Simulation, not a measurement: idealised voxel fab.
The process module presented herein is designated voxel transistor to metal.
This is section cut - it's 260 nm across, gridded in 5 nm square cells.
Heads up, the way a cross-section reads in here is a grid of square cells, handed over as bands from the top down, with every band being one or more rows of cells. Per band: top height and bottom height in nm, followed by the left-to-right materials and their widths in nm; "everywhere" marks a single material spanning edge to edge, "air" marks empty space. Height datum 0, below which the as-received substrate wafer is one material. Lowest band open at the bottom, running downward: "top 0, no bottom". The two numbers in a width such as "30..40" mark its ends across the band: the first belongs to the top row of cells, the second to the bottom row, and from each row to the next the width moves by the same amount. You'll sometimes find "same as before" written for a step, and that's the way of saying that nowhere in the cross-section did a cell change during that step. You'll see "Voids, fully enclosed" listing empty spaces that have no way open to the top, as long as they're 8 cells or more; the notation is width x height at distance, where the distance is from the left edge, and all of it is in nm. Anything after a step's settings on that line? It's the simulator's own note about the step. The setting "overlay nm" may be written on the line of a step. When the step uses a mask, the value reports how far to the right of the planned place the mask lay, and a negative value reports that it lay to the left.

**This section lists the process steps that were planned**
1 RECEIVE: material Si
2 OXIDIZE: depth nm 5
3 CONFORMAL_DEP: material SiN, thk nm 15
4 DIRECTIONAL_DEP: material aC, thk nm 10
5 PATTERN: tone cover, mask id ACTIVE, material resist, width nm 100, pitch nm 125, thk nm 30, overlay nm 0
6 DIRECTIONAL_ETCH: etch materials aC, depth nm 10
7 STRIP: etch materials resist
8 DIRECTIONAL_ETCH: etch materials SiN, depth nm 15
9 DIRECTIONAL_ETCH: etch materials SiO2, depth nm 5
10 DIRECTIONAL_ETCH: etch materials Si, depth nm 25
11 STRIP: etch materials aC
12 OXIDIZE: depth nm 5
13 FILL_DEP: material SiO2, thk nm 5
14 CMP: height nm 15
15 SELECTIVE_ETCH: etch materials SiO2, depth nm 10
16 STRIP: etch materials SiN
17 SELECTIVE_ETCH: etch materials SiO2, depth nm 5
18 OXIDIZE: depth nm 5
19 DIRECTIONAL_DEP: material polySi, thk nm 20
20 DIRECTIONAL_DEP: material SiCN, thk nm 10
21 DIRECTIONAL_DEP: material aC, thk nm 15
22 PATTERN: tone cover, mask id GATE, material resist, width nm 20, pitch nm 125, thk nm 30, overlay nm 0
23 DIRECTIONAL_ETCH: etch materials aC, depth nm 15
24 STRIP: etch materials resist
25 DIRECTIONAL_ETCH: etch materials SiCN, depth nm 20
26 DIRECTIONAL_ETCH: etch materials polySi, depth nm 30
27 STRIP: etch materials aC
28 CONFORMAL_DEP: material SiO2, thk nm 5
29 DIRECTIONAL_ETCH: etch materials SiO2, depth nm 5
30 CONFORMAL_DEP: material SiN, thk nm 5
31 DIRECTIONAL_ETCH: etch materials SiN, depth nm 5
32 DIRECTIONAL_ETCH: etch materials SiO2, depth nm 5
33 DIRECTIONAL_ETCH: etch materials Si, depth nm 15
34 EPI: material nSi, thk nm 20
35 FILL_DEP: material SiO2, thk nm 10
36 CMP: height nm 25
37 DIRECTIONAL_DEP: material SiO2, thk nm 10
38 DIRECTIONAL_DEP: material aC, thk nm 10
39 PATTERN: tone open, mask id CONTACT, material resist, width nm 20, thk nm 30, overlay nm 0
40 DIRECTIONAL_ETCH: etch materials aC, depth nm 10
41 STRIP: etch materials resist
42 DIRECTIONAL_ETCH: etch materials SiO2, depth nm 40
43 STRIP: etch materials aC
44 CONFORMAL_DEP: material TiN, thk nm 5
45 FILL_DEP: material W, thk nm 5
46 CMP: height nm 35
47 DIRECTIONAL_DEP: material TiN, thk nm 5
48 DIRECTIONAL_DEP: material W, thk nm 25
49 MASKED_ETCH: tone cover, mask id METAL_1, width nm 20, etch materials W, depth nm 25, overlay nm 0
50 MASKED_ETCH: tone cover, mask id METAL_1, width nm 20, etch materials TiN, depth nm 5, overlay nm 0
51 FILL_DEP: material SiO2, thk nm 10
52 CMP: height nm 65
53 CONFORMAL_DEP: material SiCN, thk nm 5

**The first wafer of two, processed as planned**

**Wafer cross-section on receipt, i.e. after step 1**
	top 0, no bottom | Si everywhere
	Voids, fully enclosed: none

**Cross-sectional representation of the wafer at the conclusion of step 2**
	top 0, bottom -5 | SiO2 everywhere
	Below -5, no change.

**Cross-sectional representation of the wafer at the conclusion of step 3**
	top 15, bottom 0 | SiN everywhere
	Below 0, no change.

**Cross-sectional representation of the wafer at the conclusion of step 4**
	top 25, bottom 15 | aC everywhere
	Below 15, no change.

**Cross-sectional representation of the wafer at the conclusion of step 5**
	top 55, bottom 25 | 15 of air  100 of resist  25 of air  100 of resist  20 of air
	Below 25, no change.

**Cross-sectional representation of the wafer at the conclusion of step 6**
	top 45, bottom 25 | 15 of air  100 of resist  25 of air  100 of resist  20 of air
	top 25, bottom 15 | 15 of air  100 of aC  25 of air  100 of aC  20 of air
	Below 15, no change.

**Cross-sectional representation of the wafer at the conclusion of step 7**
	top 25, bottom 15 | 15 of air  100 of aC  25 of air  100 of aC  20 of air
	Below 15, no change.

**Cross-sectional representation of the wafer at the conclusion of step 8**
	top 25, bottom 15 | 15 of air  100 of aC  25 of air  100 of aC  20 of air
	top 15, bottom 0 | 15 of air  100 of SiN  25 of air  100 of SiN  20 of air
	Below 0, no change.

**Cross-sectional representation of the wafer at the conclusion of step 9**
	top 25, bottom 15 | 15 of air  100 of aC  25 of air  100 of aC  20 of air
	top 15, bottom 0 | 15 of air  100 of SiN  25 of air  100 of SiN  20 of air
	top 0, bottom -5 | 15 of air  100 of SiO2  25 of air  100 of SiO2  20 of air
	Below -5, no change.

**Cross-sectional representation of the wafer at the conclusion of step 10**
	top 25, bottom 15 | 15 of air  100 of aC  25 of air  100 of aC  20 of air
	top 15, bottom 0 | 15 of air  100 of SiN  25 of air  100 of SiN  20 of air
	top 0, bottom -5 | 15 of air  100 of SiO2  25 of air  100 of SiO2  20 of air
	top -5, bottom -30 | 15 of air  100 of Si  25 of air  100 of Si  20 of air
	Below -30, no change.

**Cross-sectional representation of the wafer at the conclusion of step 11**
	top 15, bottom 0 | 15 of air  100 of SiN  25 of air  100 of SiN  20 of air
	Below 0, no change.

**Cross-sectional representation of the wafer at the conclusion of step 12**
	top 15, bottom 0 | 15 of air  100 of SiN  25 of air  100 of SiN  20 of air
	top 0, bottom -5 | 15 of air  100 of SiO2  25 of air  100 of SiO2  20 of air
	top -5, bottom -30 | 15 of air  5 of SiO2  90 of Si  5 of SiO2  25 of air  5 of SiO2  90 of Si  5 of SiO2  20 of air
	top -30, bottom -35 | 20 of SiO2  90 of Si  35 of SiO2  90 of Si  25 of SiO2
	Below -35, no change.

**Cross-sectional representation of the wafer at the conclusion of step 13**
	top 20, bottom 15 | SiO2 everywhere
	top 15, bottom 0 | 15 of SiO2  100 of SiN  25 of SiO2  100 of SiN  20 of SiO2
	top 0, bottom -5 | SiO2 everywhere
	top -5, bottom -35 | 20 of SiO2  90 of Si  35 of SiO2  90 of Si  25 of SiO2
	Below -35, no change.

**Cross-sectional representation of the wafer at the conclusion of step 14**
	top 15, bottom 0 | 15 of SiO2  100 of SiN  25 of SiO2  100 of SiN  20 of SiO2
	Below 0, no change.

**Cross-sectional representation of the wafer at the conclusion of step 15**
	top 15, bottom 5 | 15 of air  100 of SiN  25 of air  100 of SiN  20 of air
	Below 5, no change.

**Cross-sectional representation of the wafer at the conclusion of step 16**
	top 5, bottom 0 | 15 of SiO2  100 of air  25 of SiO2  100 of air  20 of SiO2
	Below 0, no change.

**Cross-sectional representation of the wafer at the conclusion of step 17**
	top 0, bottom -5 | 10 of SiO2  110 of air  15 of SiO2  110 of air  15 of SiO2
	Below -5, no change.

**Cross-sectional representation of the wafer at the conclusion of step 18**
	top 0, bottom -5 | 10 of SiO2  110 of air  15 of SiO2  110 of air  15 of SiO2
	top -5, bottom -10 | SiO2 everywhere
	Below -10, no change.

**Cross-sectional representation of the wafer at the conclusion of step 19**
	top 20, bottom 15 | 10 of polySi  110 of air  15 of polySi  110 of air  15 of polySi
	top 15, bottom 0 | polySi everywhere
	top 0, bottom -5 | 10 of SiO2  110 of polySi  15 of SiO2  110 of polySi  15 of SiO2
	Below -5, no change.

**Cross-sectional representation of the wafer at the conclusion of step 20**
	top 30, bottom 25 | 10 of SiCN  110 of air  15 of SiCN  110 of air  15 of SiCN
	top 25, bottom 20 | SiCN everywhere
	top 20, bottom 15 | 10 of polySi  110 of SiCN  15 of polySi  110 of SiCN  15 of polySi
	Below 15, no change.

**Cross-sectional representation of the wafer at the conclusion of step 21**
	top 45, bottom 40 | 10 of aC  110 of air  15 of aC  110 of air  15 of aC
	top 40, bottom 30 | aC everywhere
	top 30, bottom 25 | 10 of SiCN  110 of aC  15 of SiCN  110 of aC  15 of SiCN
	Below 25, no change.

**Cross-sectional representation of the wafer at the conclusion of step 22**
	top 75, bottom 45 | 55 of air  20 of resist  105 of air  20 of resist  60 of air
	top 45, bottom 40 | 10 of aC  45 of air  20 of resist  45 of air  15 of aC  45 of air  20 of resist  45 of air  15 of aC
	Below 40, no change.

**Cross-sectional representation of the wafer at the conclusion of step 23**
	top 60, bottom 40 | 55 of air  20 of resist  105 of air  20 of resist  60 of air
	top 40, bottom 30 | 55 of air  20 of aC  105 of air  20 of aC  60 of air
	top 30, bottom 25 | 10 of SiCN  45 of air  20 of aC  45 of air  15 of SiCN  45 of air  20 of aC  45 of air  15 of SiCN
	Below 25, no change.

**Cross-sectional representation of the wafer at the conclusion of step 24**
	top 40, bottom 30 | 55 of air  20 of aC  105 of air  20 of aC  60 of air
	Below 30, no change.

**Cross-sectional representation of the wafer at the conclusion of step 25**
	top 40, bottom 25 | 55 of air  20 of aC  105 of air  20 of aC  60 of air
	top 25, bottom 20 | 55 of air  20 of SiCN  105 of air  20 of SiCN  60 of air
	top 20, bottom 15 | 10 of polySi  45 of air  20 of SiCN  45 of air  15 of polySi  45 of air  20 of SiCN  45 of air  15 of polySi
	Below 15, no change.

**Cross-sectional representation of the wafer at the conclusion of step 26**
	top 40, bottom 25 | 55 of air  20 of aC  105 of air  20 of aC  60 of air
	top 25, bottom 15 | 55 of air  20 of SiCN  105 of air  20 of SiCN  60 of air
	top 15, bottom 0 | 55 of air  20 of polySi  105 of air  20 of polySi  60 of air
	top 0, bottom -5 | 10 of SiO2  45 of air  20 of polySi  45 of air  15 of SiO2  45 of air  20 of polySi  45 of air  15 of SiO2
	Below -5, no change.

**Cross-sectional representation of the wafer at the conclusion of step 27**
	top 25, bottom 15 | 55 of air  20 of SiCN  105 of air  20 of SiCN  60 of air
	Below 15, no change.

**Cross-sectional representation of the wafer at the conclusion of step 28**
	top 30, bottom 25 | 50 of air  30 of SiO2  95 of air  30 of SiO2  55 of air
	top 25, bottom 15 | 50 of air  5 of SiO2  20 of SiCN  5 of SiO2  95 of air  5 of SiO2  20 of SiCN  5 of SiO2  55 of air
	top 15, bottom 5 | 50 of air  5 of SiO2  20 of polySi  5 of SiO2  95 of air  5 of SiO2  20 of polySi  5 of SiO2  55 of air
	top 5, bottom 0 | 15 of SiO2  35 of air  5 of SiO2  20 of polySi  5 of SiO2  35 of air  25 of SiO2  35 of air  5 of SiO2  20 of polySi  5 of SiO2  35 of air  20 of SiO2
	top 0, bottom -5 | 55 of SiO2  20 of polySi  105 of SiO2  20 of polySi  60 of SiO2
	Below -5, no change.

**Cross-sectional representation of the wafer at the conclusion of step 29**
	top 25, bottom 15 | 50 of air  5 of SiO2  20 of SiCN  5 of SiO2  95 of air  5 of SiO2  20 of SiCN  5 of SiO2  55 of air
	top 15, bottom 0 | 50 of air  5 of SiO2  20 of polySi  5 of SiO2  95 of air  5 of SiO2  20 of polySi  5 of SiO2  55 of air
	top 0, bottom -5 | 15 of SiO2  35 of air  5 of SiO2  20 of polySi  5 of SiO2  35 of air  25 of SiO2  35 of air  5 of SiO2  20 of polySi  5 of SiO2  35 of air  20 of SiO2
	Below -5, no change.

**Cross-sectional representation of the wafer at the conclusion of step 30**
	top 30, bottom 25 | 45 of air  40 of SiN  85 of air  40 of SiN  50 of air
	top 25, bottom 15 | 45 of air  5 of SiN  5 of SiO2  20 of SiCN  5 of SiO2  5 of SiN  85 of air  5 of SiN  5 of SiO2  20 of SiCN  5 of SiO2  5 of SiN  50 of air
	top 15, bottom 5 | 45 of air  5 of SiN  5 of SiO2  20 of polySi  5 of SiO2  5 of SiN  85 of air  5 of SiN  5 of SiO2  20 of polySi  5 of SiO2  5 of SiN  50 of air
	top 5, bottom 0 | 20 of SiN  25 of air  5 of SiN  5 of SiO2  20 of polySi  5 of SiO2  5 of SiN  25 of air  35 of SiN  25 of air  5 of SiN  5 of SiO2  20 of polySi  5 of SiO2  5 of SiN  25 of air  25 of SiN
	top 0, bottom -5 | 15 of SiO2  35 of SiN  5 of SiO2  20 of polySi  5 of SiO2  35 of SiN  25 of SiO2  35 of SiN  5 of SiO2  20 of polySi  5 of SiO2  35 of SiN  20 of SiO2
	Below -5, no change.

**Cross-sectional representation of the wafer at the conclusion of step 31**
	top 25, bottom 15 | 45 of air  5 of SiN  5 of SiO2  20 of SiCN  5 of SiO2  5 of SiN  85 of air  5 of SiN  5 of SiO2  20 of SiCN  5 of SiO2  5 of SiN  50 of air
	top 15, bottom 0 | 45 of air  5 of SiN  5 of SiO2  20 of polySi  5 of SiO2  5 of SiN  85 of air  5 of SiN  5 of SiO2  20 of polySi  5 of SiO2  5 of SiN  50 of air
	top 0, bottom -5 | 15 of SiO2  5 of SiN  25 of air  5 of SiN  5 of SiO2  20 of polySi  5 of SiO2  5 of SiN  25 of air  5 of SiN  25 of SiO2  5 of SiN  25 of air  5 of SiN  5 of SiO2  20 of polySi  5 of SiO2  5 of SiN  25 of air  5 of SiN  20 of SiO2
	Below -5, no change.

**Cross-sectional representation of the wafer at the conclusion of step 32**
	top 25, bottom 20 | 45 of air  5 of SiN  5 of air  20 of SiCN  5 of air  5 of SiN  85 of air  5 of SiN  5 of air  20 of SiCN  5 of air  5 of SiN  50 of air
	top 20, bottom 15 | 45 of air  5 of SiN  5 of SiO2  20 of SiCN  5 of SiO2  5 of SiN  85 of air  5 of SiN  5 of SiO2  20 of SiCN  5 of SiO2  5 of SiN  50 of air
	top 15, bottom 0 | 45 of air  5 of SiN  5 of SiO2  20 of polySi  5 of SiO2  5 of SiN  85 of air  5 of SiN  5 of SiO2  20 of polySi  5 of SiO2  5 of SiN  50 of air
	top 0, bottom -5 | 15 of air  5 of SiN  25 of air  5 of SiN  5 of SiO2  20 of polySi  5 of SiO2  5 of SiN  25 of air  5 of SiN  25 of air  5 of SiN  25 of air  5 of SiN  5 of SiO2  20 of polySi  5 of SiO2  5 of SiN  25 of air  5 of SiN  20 of air
	top -5, bottom -10 | 20 of SiO2  25 of air  40 of SiO2  25 of air  35 of SiO2  25 of air  40 of SiO2  25 of air  25 of SiO2
	Below -10, no change.

**Cross-sectional representation of the wafer at the conclusion of step 33**
	top 25, bottom 20 | 45 of air  5 of SiN  5 of air  20 of SiCN  5 of air  5 of SiN  85 of air  5 of SiN  5 of air  20 of SiCN  5 of air  5 of SiN  50 of air
	top 20, bottom 15 | 45 of air  5 of SiN  5 of SiO2  20 of SiCN  5 of SiO2  5 of SiN  85 of air  5 of SiN  5 of SiO2  20 of SiCN  5 of SiO2  5 of SiN  50 of air
	top 15, bottom 0 | 45 of air  5 of SiN  5 of SiO2  20 of polySi  5 of SiO2  5 of SiN  85 of air  5 of SiN  5 of SiO2  20 of polySi  5 of SiO2  5 of SiN  50 of air
	top 0, bottom -5 | 15 of air  5 of SiN  25 of air  5 of SiN  5 of SiO2  20 of polySi  5 of SiO2  5 of SiN  25 of air  5 of SiN  25 of air  5 of SiN  25 of air  5 of SiN  5 of SiO2  20 of polySi  5 of SiO2  5 of SiN  25 of air  5 of SiN  20 of air
	top -5, bottom -10 | 20 of SiO2  25 of air  40 of SiO2  25 of air  35 of SiO2  25 of air  40 of SiO2  25 of air  25 of SiO2
	top -10, bottom -25 | 20 of SiO2  25 of air  40 of Si  25 of air  35 of SiO2  25 of air  40 of Si  25 of air  25 of SiO2
	Below -25, no change.

**Cross-sectional representation of the wafer at the conclusion of step 34**
	top 25, bottom 20 | 45 of air  5 of SiN  5 of air  20 of SiCN  5 of air  5 of SiN  85 of air  5 of SiN  5 of air  20 of SiCN  5 of air  5 of SiN  50 of air
	top 20, bottom 15 | 45 of air  5 of SiN  5 of SiO2  20 of SiCN  5 of SiO2  5 of SiN  85 of air  5 of SiN  5 of SiO2  20 of SiCN  5 of SiO2  5 of SiN  50 of air
	top 15, bottom 10 | 45 of air  5 of SiN  5 of SiO2  20 of polySi  5 of SiO2  5 of SiN  85 of air  5 of SiN  5 of SiO2  20 of polySi  5 of SiO2  5 of SiN  50 of air
	top 10, bottom 0 | 25 of air  20 of nSi  5 of SiN  5 of SiO2  20 of polySi  5 of SiO2  5 of SiN  20 of nSi  45 of air  20 of nSi  5 of SiN  5 of SiO2  20 of polySi  5 of SiO2  5 of SiN  20 of nSi  30 of air
	top 0, bottom -5 | 15 of air  5 of SiN  5 of air  20 of nSi  5 of SiN  5 of SiO2  20 of polySi  5 of SiO2  5 of SiN  20 of nSi  5 of air  5 of SiN  25 of air  5 of SiN  5 of air  20 of nSi  5 of SiN  5 of SiO2  20 of polySi  5 of SiO2  5 of SiN  20 of nSi  5 of air  5 of SiN  20 of air
	top -5, bottom -10 | 20 of SiO2  25 of nSi  40 of SiO2  25 of nSi  35 of SiO2  25 of nSi  40 of SiO2  25 of nSi  25 of SiO2
	top -10, bottom -25 | 20 of SiO2  25 of nSi  40 of Si  25 of nSi  35 of SiO2  25 of nSi  40 of Si  25 of nSi  25 of SiO2
	Below -25, no change.

**Cross-sectional representation of the wafer at the conclusion of step 35**
	top 35, bottom 25 | SiO2 everywhere
	top 25, bottom 15 | 45 of SiO2  5 of SiN  5 of SiO2  20 of SiCN  5 of SiO2  5 of SiN  85 of SiO2  5 of SiN  5 of SiO2  20 of SiCN  5 of SiO2  5 of SiN  50 of SiO2
	top 15, bottom 10 | 45 of SiO2  5 of SiN  5 of SiO2  20 of polySi  5 of SiO2  5 of SiN  85 of SiO2  5 of SiN  5 of SiO2  20 of polySi  5 of SiO2  5 of SiN  50 of SiO2
	top 10, bottom 0 | 25 of SiO2  20 of nSi  5 of SiN  5 of SiO2  20 of polySi  5 of SiO2  5 of SiN  20 of nSi  45 of SiO2  20 of nSi  5 of SiN  5 of SiO2  20 of polySi  5 of SiO2  5 of SiN  20 of nSi  30 of SiO2
	top 0, bottom -5 | 15 of SiO2  5 of SiN  5 of SiO2  20 of nSi  5 of SiN  5 of SiO2  20 of polySi  5 of SiO2  5 of SiN  20 of nSi  5 of SiO2  5 of SiN  25 of SiO2  5 of SiN  5 of SiO2  20 of nSi  5 of SiN  5 of SiO2  20 of polySi  5 of SiO2  5 of SiN  20 of nSi  5 of SiO2  5 of SiN  20 of SiO2
	Below -5, no change.

**Cross-sectional representation of the wafer at the conclusion of step 36**
	top 25, bottom 15 | 45 of SiO2  5 of SiN  5 of SiO2  20 of SiCN  5 of SiO2  5 of SiN  85 of SiO2  5 of SiN  5 of SiO2  20 of SiCN  5 of SiO2  5 of SiN  50 of SiO2
	Below 15, no change.

**Cross-sectional representation of the wafer at the conclusion of step 37**
	top 35, bottom 25 | SiO2 everywhere
	Below 25, no change.

**Cross-sectional representation of the wafer at the conclusion of step 38**
	top 45, bottom 35 | aC everywhere
	Below 35, no change.

**Cross-sectional representation of the wafer at the conclusion of step 39**
	top 75, bottom 45 | 20 of resist  20 of air  50 of resist  20 of air  35 of resist  20 of air  50 of resist  20 of air  25 of resist
	Below 45, no change.

**Cross-sectional representation of the wafer at the conclusion of step 40**
	top 65, bottom 45 | 20 of resist  20 of air  50 of resist  20 of air  35 of resist  20 of air  50 of resist  20 of air  25 of resist
	top 45, bottom 35 | 20 of aC  20 of air  50 of aC  20 of air  35 of aC  20 of air  50 of aC  20 of air  25 of aC
	Below 35, no change.

**Cross-sectional representation of the wafer at the conclusion of step 41**
	top 45, bottom 35 | 20 of aC  20 of air  50 of aC  20 of air  35 of aC  20 of air  50 of aC  20 of air  25 of aC
	Below 35, no change.

**Cross-sectional representation of the wafer at the conclusion of step 42**
	top 45, bottom 35 | 20 of aC  20 of air  50 of aC  20 of air  35 of aC  20 of air  50 of aC  20 of air  25 of aC
	top 35, bottom 25 | 20 of SiO2  20 of air  50 of SiO2  20 of air  35 of SiO2  20 of air  50 of SiO2  20 of air  25 of SiO2
	top 25, bottom 15 | 20 of SiO2  20 of air  5 of SiO2  5 of SiN  5 of SiO2  20 of SiCN  5 of SiO2  5 of SiN  5 of SiO2  20 of air  35 of SiO2  20 of air  5 of SiO2  5 of SiN  5 of SiO2  20 of SiCN  5 of SiO2  5 of SiN  5 of SiO2  20 of air  25 of SiO2
	top 15, bottom 10 | 20 of SiO2  20 of air  5 of SiO2  5 of SiN  5 of SiO2  20 of polySi  5 of SiO2  5 of SiN  5 of SiO2  20 of air  35 of SiO2  20 of air  5 of SiO2  5 of SiN  5 of SiO2  20 of polySi  5 of SiO2  5 of SiN  5 of SiO2  20 of air  25 of SiO2
	top 10, bottom 0 | 20 of SiO2  5 of air  20 of nSi  5 of SiN  5 of SiO2  20 of polySi  5 of SiO2  5 of SiN  20 of nSi  5 of air  35 of SiO2  5 of air  20 of nSi  5 of SiN  5 of SiO2  20 of polySi  5 of SiO2  5 of SiN  20 of nSi  5 of air  25 of SiO2
	top 0, bottom -5 | 15 of SiO2  5 of SiN  5 of air  20 of nSi  5 of SiN  5 of SiO2  20 of polySi  5 of SiO2  5 of SiN  20 of nSi  5 of air  5 of SiN  25 of SiO2  5 of SiN  5 of air  20 of nSi  5 of SiN  5 of SiO2  20 of polySi  5 of SiO2  5 of SiN  20 of nSi  5 of air  5 of SiN  20 of SiO2
	Below -5, no change.

**Cross-sectional representation of the wafer at the conclusion of step 43**
	top 35, bottom 25 | 20 of SiO2  20 of air  50 of SiO2  20 of air  35 of SiO2  20 of air  50 of SiO2  20 of air  25 of SiO2
	Below 25, no change.

**Cross-sectional representation of the wafer at the conclusion of step 44**
	top 40, bottom 35 | 25 of TiN  10 of air  60 of TiN  10 of air  45 of TiN  10 of air  60 of TiN  10 of air  30 of TiN
	top 35, bottom 25 | 20 of SiO2  5 of TiN  10 of air  5 of TiN  50 of SiO2  5 of TiN  10 of air  5 of TiN  35 of SiO2  5 of TiN  10 of air  5 of TiN  50 of SiO2  5 of TiN  10 of air  5 of TiN  25 of SiO2
	top 25, bottom 15 | 20 of SiO2  5 of TiN  10 of air  5 of TiN  5 of SiO2  5 of SiN  5 of SiO2  20 of SiCN  5 of SiO2  5 of SiN  5 of SiO2  5 of TiN  10 of air  5 of TiN  35 of SiO2  5 of TiN  10 of air  5 of TiN  5 of SiO2  5 of SiN  5 of SiO2  20 of SiCN  5 of SiO2  5 of SiN  5 of SiO2  5 of TiN  10 of air  5 of TiN  25 of SiO2
	top 15, bottom 10 | 20 of SiO2  20 of TiN  5 of SiO2  5 of SiN  5 of SiO2  20 of polySi  5 of SiO2  5 of SiN  5 of SiO2  20 of TiN  35 of SiO2  20 of TiN  5 of SiO2  5 of SiN  5 of SiO2  20 of polySi  5 of SiO2  5 of SiN  5 of SiO2  20 of TiN  25 of SiO2
	top 10, bottom 0 | 20 of SiO2  5 of TiN  20 of nSi  5 of SiN  5 of SiO2  20 of polySi  5 of SiO2  5 of SiN  20 of nSi  5 of TiN  35 of SiO2  5 of TiN  20 of nSi  5 of SiN  5 of SiO2  20 of polySi  5 of SiO2  5 of SiN  20 of nSi  5 of TiN  25 of SiO2
	top 0, bottom -5 | 15 of SiO2  5 of SiN  5 of TiN  20 of nSi  5 of SiN  5 of SiO2  20 of polySi  5 of SiO2  5 of SiN  20 of nSi  5 of TiN  5 of SiN  25 of SiO2  5 of SiN  5 of TiN  20 of nSi  5 of SiN  5 of SiO2  20 of polySi  5 of SiO2  5 of SiN  20 of nSi  5 of TiN  5 of SiN  20 of SiO2
	Below -5, no change.

**Cross-sectional representation of the wafer at the conclusion of step 45**
	top 45, bottom 40 | W everywhere
	top 40, bottom 35 | 25 of TiN  10 of W  60 of TiN  10 of W  45 of TiN  10 of W  60 of TiN  10 of W  30 of TiN
	top 35, bottom 25 | 20 of SiO2  5 of TiN  10 of W  5 of TiN  50 of SiO2  5 of TiN  10 of W  5 of TiN  35 of SiO2  5 of TiN  10 of W  5 of TiN  50 of SiO2  5 of TiN  10 of W  5 of TiN  25 of SiO2
	top 25, bottom 15 | 20 of SiO2  5 of TiN  10 of W  5 of TiN  5 of SiO2  5 of SiN  5 of SiO2  20 of SiCN  5 of SiO2  5 of SiN  5 of SiO2  5 of TiN  10 of W  5 of TiN  35 of SiO2  5 of TiN  10 of W  5 of TiN  5 of SiO2  5 of SiN  5 of SiO2  20 of SiCN  5 of SiO2  5 of SiN  5 of SiO2  5 of TiN  10 of W  5 of TiN  25 of SiO2
	Below 15, no change.

**Cross-sectional representation of the wafer at the conclusion of step 46**
	top 35, bottom 25 | 20 of SiO2  5 of TiN  10 of W  5 of TiN  50 of SiO2  5 of TiN  10 of W  5 of TiN  35 of SiO2  5 of TiN  10 of W  5 of TiN  50 of SiO2  5 of TiN  10 of W  5 of TiN  25 of SiO2
	Below 25, no change.

**Cross-sectional representation of the wafer at the conclusion of step 47**
	top 40, bottom 35 | TiN everywhere
	Below 35, no change.

**Cross-sectional representation of the wafer at the conclusion of step 48**
	top 65, bottom 40 | W everywhere
	Below 40, no change.

**Cross-sectional representation of the wafer at the conclusion of step 49**
	top 65, bottom 40 | 20 of air  20 of W  50 of air  20 of W  35 of air  20 of W  50 of air  20 of W  25 of air
	Below 40, no change.

**Cross-sectional representation of the wafer at the conclusion of step 50**
	top 65, bottom 40 | 20 of air  20 of W  50 of air  20 of W  35 of air  20 of W  50 of air  20 of W  25 of air
	top 40, bottom 35 | 20 of air  20 of TiN  50 of air  20 of TiN  35 of air  20 of TiN  50 of air  20 of TiN  25 of air
	Below 35, no change.

**Cross-sectional representation of the wafer at the conclusion of step 51**
	top 75, bottom 65 | SiO2 everywhere
	top 65, bottom 40 | 20 of SiO2  20 of W  50 of SiO2  20 of W  35 of SiO2  20 of W  50 of SiO2  20 of W  25 of SiO2
	top 40, bottom 35 | 20 of SiO2  20 of TiN  50 of SiO2  20 of TiN  35 of SiO2  20 of TiN  50 of SiO2  20 of TiN  25 of SiO2
	Below 35, no change.

**Cross-sectional representation of the wafer at the conclusion of step 52**
	top 65, bottom 40 | 20 of SiO2  20 of W  50 of SiO2  20 of W  35 of SiO2  20 of W  50 of SiO2  20 of W  25 of SiO2
	Below 40, no change.

**Cross-sectional representation of the wafer at the conclusion of step 53**
	top 70, bottom 65 | SiCN everywhere
	Below 65, no change.

**Notes, second wafer: start = first wafer's, plan = first wafer's, execution had one mistake; history identical to first through step 44**

**The second wafer in cross-section, at the planned close of step 45**
	top 45, bottom 40 | SiN everywhere
	top 40, bottom 35 | 25 of TiN  10 of SiN  60 of TiN  10 of SiN  45 of TiN  10 of SiN  60 of TiN  10 of SiN  30 of TiN
	top 35, bottom 25 | 20 of SiO2  5 of TiN  10 of SiN  5 of TiN  50 of SiO2  5 of TiN  10 of SiN  5 of TiN  35 of SiO2  5 of TiN  10 of SiN  5 of TiN  50 of SiO2  5 of TiN  10 of SiN  5 of TiN  25 of SiO2
	top 25, bottom 15 | 20 of SiO2  5 of TiN  10 of SiN  5 of TiN  5 of SiO2  5 of SiN  5 of SiO2  20 of SiCN  5 of SiO2  5 of SiN  5 of SiO2  5 of TiN  10 of SiN  5 of TiN  35 of SiO2  5 of TiN  10 of SiN  5 of TiN  5 of SiO2  5 of SiN  5 of SiO2  20 of SiCN  5 of SiO2  5 of SiN  5 of SiO2  5 of TiN  10 of SiN  5 of TiN  25 of SiO2
	Below 15, no change.

**The second wafer in cross-section, at the planned close of step 46**
	top 35, bottom 25 | 20 of SiO2  5 of TiN  10 of SiN  5 of TiN  50 of SiO2  5 of TiN  10 of SiN  5 of TiN  35 of SiO2  5 of TiN  10 of SiN  5 of TiN  50 of SiO2  5 of TiN  10 of SiN  5 of TiN  25 of SiO2
	Below 25, no change.

**The second wafer in cross-section, at the planned close of step 47**
	top 40, bottom 35 | TiN everywhere
	Below 35, no change.

**The second wafer in cross-section, at the planned close of step 48**
	top 65, bottom 40 | W everywhere
	Below 40, no change.

**The second wafer in cross-section, at the planned close of step 49**
	top 65, bottom 40 | 20 of air  20 of W  50 of air  20 of W  35 of air  20 of W  50 of air  20 of W  25 of air
	Below 40, no change.

**The second wafer in cross-section, at the planned close of step 50**
	top 65, bottom 40 | 20 of air  20 of W  50 of air  20 of W  35 of air  20 of W  50 of air  20 of W  25 of air
	top 40, bottom 35 | 20 of air  20 of TiN  50 of air  20 of TiN  35 of air  20 of TiN  50 of air  20 of TiN  25 of air
	Below 35, no change.

**The second wafer in cross-section, at the planned close of step 51**
	top 75, bottom 65 | SiO2 everywhere
	top 65, bottom 40 | 20 of SiO2  20 of W  50 of SiO2  20 of W  35 of SiO2  20 of W  50 of SiO2  20 of W  25 of SiO2
	top 40, bottom 35 | 20 of SiO2  20 of TiN  50 of SiO2  20 of TiN  35 of SiO2  20 of TiN  50 of SiO2  20 of TiN  25 of SiO2
	Below 35, no change.

**The second wafer in cross-section, at the planned close of step 52**
	top 65, bottom 40 | 20 of SiO2  20 of W  50 of SiO2  20 of W  35 of SiO2  20 of W  50 of SiO2  20 of W  25 of SiO2
	Below 40, no change.

**The second wafer in cross-section, at the planned close of step 53**
	top 70, bottom 65 | SiCN everywhere
	Below 65, no change.
The plan and the run diverged here: note that step 45 departed from the planned setting and was carried out as FILL_DEP: material SiN, thk nm 5
Bottom line after processing is that, in cells, the second wafer is up or down on some materials versus the first: +32 SiN, -32 W
